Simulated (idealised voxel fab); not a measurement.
The process module presented herein is designated voxel wiring stack.
Cross-section cut spans 265 nm and uses square cells 5 nm in size.
We lay out every cross-section as a grid of square cells and spell it out in bands from the top down, where one band means one or more rows of cells. Look at the band entry: it leads with the top's height and the bottom's height in nm. Then it lists the materials left to right, with a width in nm for each. The word "everywhere" on a single material says that material fills the band edge to edge. The word "air" is empty space. Heights from 0 (as-received wafer is one material below). Bottom band endless downward, as "z 0 and below". With a width like "30 to 40", each row of cells in the band differs from the next by the same amount, the top row carrying the first number and the bottom row the second. The cross-section has no changed cell in any step marked "everything unchanged". The label "Unvented voids" introduces a list of the empty spaces, 8 cells or larger, that have no open way up to the top; each entry in it reads width x height at distance, where the distance is taken from the left edge and all three are stated in nm. Whatever follows a step's settings on its line is a remark the simulator itself makes about that step. The setting "overlay nm" may be written on the line of a step. When the step uses a mask, the value reports how far to the right of the planned place the mask lay, and a negative value reports that it lay to the left.

Plan
- 1: RECEIVE with material Si
- 2: CONFORMAL_DEP with material SiO2, thk nm 15
- 3: CONFORMAL_DEP with material SiN, thk nm 5
- 4: DIRECTIONAL_DEP with material SiO2, thk nm 15
- 5: PATTERN with tone open, mask id METAL_1, material resist, width nm 20, pitch nm 40, thk nm 20, overlay nm 0
- 6: DIRECTIONAL_ETCH with etch materials SiO2, depth nm 15
- 7: DIRECTIONAL_ETCH with etch materials SiN, depth nm 5
- 8: STRIP with etch materials resist
- 9: CONFORMAL_DEP with material TiN, thk nm 5
- 10: FILL_DEP with material Ru, thk nm 10
- 11: CMP with height nm 35
- 12: EPI with material Ru, thk nm 5
- 13: FILL_DEP with material SiCN, thk nm 5
- 14: DIRECTIONAL_DEP with material SiO2, thk nm 20
- 15: PATTERN with tone open, mask id PLUG_1, material resist, width nm 15, pitch nm 40, thk nm 20, overlay nm 0
- 16: DIRECTIONAL_ETCH with etch materials SiO2, depth nm 20
- 17: DIRECTIONAL_ETCH with etch materials SiCN, depth nm 5
- 18: STRIP with etch materials resist
- 19: CONFORMAL_DEP with material TiN, thk nm 5
- 20: FILL_DEP with material W, thk nm 10
- 21: CMP with height nm 65
- 22: DIRECTIONAL_DEP with material TiN, thk nm 5
- 23: DIRECTIONAL_DEP with material W, thk nm 20
- 24: MASKED_ETCH with tone cover, mask id METAL_2, width nm 20, pitch nm 40, etch materials W, depth nm 20, overlay nm 0
- 25: MASKED_ETCH with tone cover, mask id METAL_2, width nm 20, pitch nm 40, etch materials TiN, depth nm 5, overlay nm 0
- 26: CONFORMAL_DEP with material SiN, thk nm 5
- 27: FILL_DEP with material SiO2, thk nm 5
- 28: CMP with height nm 90
- 29: CONFORMAL_DEP with material SiCN, thk nm 5
- 30: DIRECTIONAL_DEP with material SiO2, thk nm 30
- 31: PATTERN with tone open, mask id METAL_3, material resist, width nm 20, pitch nm 40, thk nm 15, overlay nm 0
- 32: DIRECTIONAL_ETCH with etch materials SiO2, depth nm 15
- 33: STRIP with etch materials resist
- 34: PATTERN with tone open, mask id METAL_3_HOLES, material resist, width nm 15, pitch nm 40, thk nm 15, overlay nm 0
- 35: DIRECTIONAL_ETCH with etch materials SiO2, depth nm 15
- 36: DIRECTIONAL_ETCH with etch materials SiCN, depth nm 5
- 37: STRIP with etch materials resist
- 38: CONFORMAL_DEP with material TiN, thk nm 5
- 39: FILL_DEP with material Cu, thk nm 5
- 40: CMP with height nm 125
- 41: CONFORMAL_DEP with material SiN, thk nm 5

As-received state of the wafer in cross-section, equivalent to post-step 1
> z 0 and below  Si everywhere
> Unvented voids: none

Wafer at module end, in section. Began as above, planned as above, run with one mistake
> z 130 to 125  SiN everywhere
> z 125 to 115  100 nm SiO2  5 nm TiN  10 nm Cu  5 nm TiN  20 nm SiO2  5 nm TiN  10 nm Cu  5 nm TiN  105 nm SiO2
> z 115 to 110  100 nm SiO2  5 nm TiN  5 nm Cu  10 nm TiN  20 nm SiO2  5 nm TiN  5 nm Cu  10 nm TiN  105 nm SiO2
> z 110 to 95  100 nm SiO2  5 nm TiN  5 nm Cu  5 nm TiN  25 nm SiO2  5 nm TiN  5 nm Cu  5 nm TiN  110 nm SiO2
> z 95 to 90  100 nm SiCN  15 nm TiN  25 nm SiCN  15 nm TiN  110 nm SiCN
> z 90 to 70  95 nm SiO2  5 nm SiN  20 nm W  5 nm SiN  10 nm SiO2  5 nm SiN  20 nm W  5 nm SiN  100 nm SiO2
> z 70 to 65  100 nm SiN  20 nm TiN  20 nm SiN  20 nm TiN  105 nm SiN
> z 65 to 45  100 nm SiO2  5 nm TiN  5 nm W  5 nm TiN  25 nm SiO2  5 nm TiN  5 nm W  5 nm TiN  110 nm SiO2
> z 45 to 40  100 nm SiCN  15 nm TiN  25 nm SiCN  15 nm TiN  110 nm SiCN
> z 40 to 25  Ru everywhere
> z 25 to 20  105 nm TiN  10 nm Ru  30 nm TiN  10 nm Ru  110 nm TiN
> z 20 to 5  100 nm SiO2  5 nm TiN  10 nm Ru  5 nm TiN  20 nm SiO2  5 nm TiN  10 nm Ru  5 nm TiN  105 nm SiO2
> z 5 to 0  100 nm SiN  20 nm TiN  20 nm SiN  20 nm TiN  105 nm SiN
> z 0 and below  Si everywhere
> Unvented voids: none
What was done differently from what was planned? step 2 of the plan: omitted, not performed
